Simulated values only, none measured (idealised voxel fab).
voxel trench capacitor: a process module
Cross-sectional view cut (width: 160 nm; square cell size: 5 nm).
This document writes a cross-section as a grid whose cells are square, and gives it as bands, listed from the top down; one or more rows of cells form a band.
Top, bottom (nm), then materials left to right with widths (nm); lone material tagged "edge to edge" fills the whole band edge to edge; "empty" = empty space.
Measure heights from 0. That's the level where, below it, the as-received wafer is all one material. The lowest band is bottomless and extends downward; write it as in "0..down".
Read "30..40" as a graded width: first number on top, second number at the bottom, same change between each pair of neighbouring rows.
What does "identical to before" mean for a step? It means no cell of the cross-section changed in that step.
"Sealed void inventory" means: voids of 8 cells or more that are shut off from the top with no open way through. Written width x height at distance, distance from the left edge, in nm.
Post-settings text on a step line: simulator's own remark regarding the step.
You can add "overlay nm" to a step's line. For a step with a mask, it describes how far the mask lay to the right of its planned position, and a negative number describes a lay to the left.
# Set out below are the planned steps of the process
1 RECEIVE | material Si
2 CONFORMAL_DEP | material SiN | thk nm 5
3 DIRECTIONAL_DEP | material aC | thk nm 15
4 PATTERN | tone open | mask id TRENCH | material resist | width nm 25 | pitch nm 45 | thk nm 35 | overlay nm 0
5 DIRECTIONAL_ETCH | etch materials aC | depth nm 15
6 STRIP | etch materials resist
7 DIRECTIONAL_ETCH | etch materials SiN | depth nm 5
8 DIRECTIONAL_ETCH | etch materials Si | depth nm 30
9 STRIP | etch materials aC
10 CONFORMAL_DEP | material Al2O3 | thk nm 5
11 CONFORMAL_DEP | material TiN | thk nm 5
12 FILL_DEP | material W | thk nm 10
13 CMP | height nm 5
# Wafer, first of two, run as planned
# Cross-section of the wafer at receipt, which is the condition after step 1
0..down = Si edge to edge
Sealed void inventory: none
# Wafer xsec, post step 2
5..0 = SiN edge to edge
Below 0 it's all the same as before, nothing changed down there.
# Wafer xsec, post step 3
20..5 = aC edge to edge
Below 5 it's all the same as before, nothing changed down there.
# Wafer xsec, post step 4
55..20 = 45 resist  25 empty  20 resist  25 empty  45 resist
Below 20 it's all the same as before, nothing changed down there.
# Wafer xsec, post step 5
40..20 = 45 resist  25 empty  20 resist  25 empty  45 resist
20..5 = 45 aC  25 empty  20 aC  25 empty  45 aC
Below 5 it's all the same as before, nothing changed down there.
# Wafer xsec, post step 6
20..5 = 45 aC  25 empty  20 aC  25 empty  45 aC
Below 5 it's all the same as before, nothing changed down there.
# Wafer xsec, post step 7
20..5 = 45 aC  25 empty  20 aC  25 empty  45 aC
5..0 = 45 SiN  25 empty  20 SiN  25 empty  45 SiN
Below 0 it's all the same as before, nothing changed down there.
# Wafer xsec, post step 8
20..5 = 45 aC  25 empty  20 aC  25 empty  45 aC
5..0 = 45 SiN  25 empty  20 SiN  25 empty  45 SiN
0..-30 = 45 Si  25 empty  20 Si  25 empty  45 Si
Below -30 it's all the same as before, nothing changed down there.
# Wafer xsec, post step 9
5..0 = 45 SiN  25 empty  20 SiN  25 empty  45 SiN
Below 0 it's all the same as before, nothing changed down there.
# Wafer xsec, post step 10
10..5 = 50 Al2O3  15 empty  30 Al2O3  15 empty  50 Al2O3
5..0 = 45 SiN  5 Al2O3  15 empty  5 Al2O3  20 SiN  5 Al2O3  15 empty  5 Al2O3  45 SiN
0..-25 = 45 Si  5 Al2O3  15 empty  5 Al2O3  20 Si  5 Al2O3  15 empty  5 Al2O3  45 Si
-25..-30 = 45 Si  25 Al2O3  20 Si  25 Al2O3  45 Si
Below -30 it's all the same as before, nothing changed down there.
# Wafer xsec, post step 11
15..10 = 55 TiN  5 empty  40 TiN  5 empty  55 TiN
10..5 = 50 Al2O3  5 TiN  5 empty  5 TiN  30 Al2O3  5 TiN  5 empty  5 TiN  50 Al2O3
5..0 = 45 SiN  5 Al2O3  5 TiN  5 empty  5 TiN  5 Al2O3  20 SiN  5 Al2O3  5 TiN  5 empty  5 TiN  5 Al2O3  45 SiN
0..-20 = 45 Si  5 Al2O3  5 TiN  5 empty  5 TiN  5 Al2O3  20 Si  5 Al2O3  5 TiN  5 empty  5 TiN  5 Al2O3  45 Si
-20..-25 = 45 Si  5 Al2O3  15 TiN  5 Al2O3  20 Si  5 Al2O3  15 TiN  5 Al2O3  45 Si
Below -25 it's all the same as before, nothing changed down there.
# Wafer xsec, post step 12
25..15 = W edge to edge
15..10 = 55 TiN  5 W  40 TiN  5 W  55 TiN
10..5 = 50 Al2O3  5 TiN  5 W  5 TiN  30 Al2O3  5 TiN  5 W  5 TiN  50 Al2O3
5..0 = 45 SiN  5 Al2O3  5 TiN  5 W  5 TiN  5 Al2O3  20 SiN  5 Al2O3  5 TiN  5 W  5 TiN  5 Al2O3  45 SiN
0..-20 = 45 Si  5 Al2O3  5 TiN  5 W  5 TiN  5 Al2O3  20 Si  5 Al2O3  5 TiN  5 W  5 TiN  5 Al2O3  45 Si
Below -20 it's all the same as before, nothing changed down there.
# Wafer xsec, post step 13
5..0 = 45 SiN  5 Al2O3  5 TiN  5 W  5 TiN  5 Al2O3  20 SiN  5 Al2O3  5 TiN  5 W  5 TiN  5 Al2O3  45 SiN
Below 0 it's all the same as before, nothing changed down there.
# The second wafer began exactly as the first did and followed the same plan, but one mistake was made while running it; through step 9 inclusive, the two wafers are identical
# Cross-sectional representation of the second wafer at the time designated in the plan for the completion of step 10
10..5 = 50 TiN  15 empty  30 TiN  15 empty  50 TiN
5..0 = 45 SiN  5 TiN  15 empty  5 TiN  20 SiN  5 TiN  15 empty  5 TiN  45 SiN
0..-25 = 45 Si  5 TiN  15 empty  5 TiN  20 Si  5 TiN  15 empty  5 TiN  45 Si
-25..-30 = 45 Si  25 TiN  20 Si  25 TiN  45 Si
Below -30 it's all the same as before, nothing changed down there.
# Cross-sectional representation of the second wafer at the time designated in the plan for the completion of step 11
15..10 = 55 Al2O3  5 empty  40 Al2O3  5 empty  55 Al2O3
10..5 = 50 TiN  5 Al2O3  5 empty  5 Al2O3  30 TiN  5 Al2O3  5 empty  5 Al2O3  50 TiN
5..0 = 45 SiN  5 TiN  5 Al2O3  5 empty  5 Al2O3  5 TiN  20 SiN  5 TiN  5 Al2O3  5 empty  5 Al2O3  5 TiN  45 SiN
0..-20 = 45 Si  5 TiN  5 Al2O3  5 empty  5 Al2O3  5 TiN  20 Si  5 TiN  5 Al2O3  5 empty  5 Al2O3  5 TiN  45 Si
-20..-25 = 45 Si  5 TiN  15 Al2O3  5 TiN  20 Si  5 TiN  15 Al2O3  5 TiN  45 Si
Below -25 it's all the same as before, nothing changed down there.
# Cross-sectional representation of the second wafer at the time designated in the plan for the completion of step 12
25..15 = W edge to edge
15..10 = 55 Al2O3  5 W  40 Al2O3  5 W  55 Al2O3
10..5 = 50 TiN  5 Al2O3  5 W  5 Al2O3  30 TiN  5 Al2O3  5 W  5 Al2O3  50 TiN
5..0 = 45 SiN  5 TiN  5 Al2O3  5 W  5 Al2O3  5 TiN  20 SiN  5 TiN  5 Al2O3  5 W  5 Al2O3  5 TiN  45 SiN
0..-20 = 45 Si  5 TiN  5 Al2O3  5 W  5 Al2O3  5 TiN  20 Si  5 TiN  5 Al2O3  5 W  5 Al2O3  5 TiN  45 Si
Below -20 it's all the same as before, nothing changed down there.
# Cross-sectional representation of the second wafer at the time designated in the plan for the completion of step 13
5..0 = 45 SiN  5 TiN  5 Al2O3  5 W  5 Al2O3  5 TiN  20 SiN  5 TiN  5 Al2O3  5 W  5 Al2O3  5 TiN  45 SiN
Below 0 it's all the same as before, nothing changed down there.
Want to know what went wrong? plan steps 10 and 11 run swapped
Count the cells at the end and the second wafer has more or fewer of some materials than the first: Al2O3: 8 fewer, TiN: 8 more
